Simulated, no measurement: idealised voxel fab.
process module | voxel local oxidation
cross-section cut | 175 nm wide | cells 5 nm
A cross-section is a grid of square cells, given in bands from the top down. A band is one or more rows of cells.
Each band's line starts with the height of the band's top and of its bottom, in nm. Then come its materials from left to right, each with its width in nm. One material with "throughout" fills the band from edge to edge. "air" is empty space.
Height 0 is the level under which the wafer as received is all one material. The lowest band goes on downwards, as in "0 down".
A width such as "30 to 40" changes by the same amount from each row of cells to the next, from the band's top row to its bottom row.
"no change" after a step means that no cell of the cross-section changed.
closed voids: empty space of 8 cells or more with no open way to the top, each as width x height at its distance from the left edge, in nm
after a step's settings: what the simulator itself notes on the step
overlay nm, on a step with a mask: how far to the right of its planned place the mask lay; to the left if negative
plan
1 op RECEIVE | material Si
2 op OXIDIZE | depth nm 5
3 op CONFORMAL_DEP | material SiN | thk nm 15
4 op PATTERN | tone cover | mask id ACTIVE | material resist | width nm 105 | thk nm 15 | overlay nm 0
5 op DIRECTIONAL_ETCH | etch materials SiN | depth nm 15
6 op STRIP | etch materials resist
7 op SELECTIVE_ETCH | etch materials SiO2 | depth nm 5
8 op OXIDIZE | depth nm 10
9 op STRIP | etch materials SiN
as received, after step 1
  0 down: Si throughout
  closed voids: none
a wafer at the end: this start, this plan, one mistake
  0 to -5: SiO2 30 | air 115 | SiO2 30
  -5 to -15: Si 20 | SiO2 135 | Si 20
  -15 down: Si throughout
  closed voids: none
what went wrong: step 4 ran as: op PATTERN | tone open | mask id ACTIVE | material resist | width nm 105 | thk nm 15 | overlay nm 0
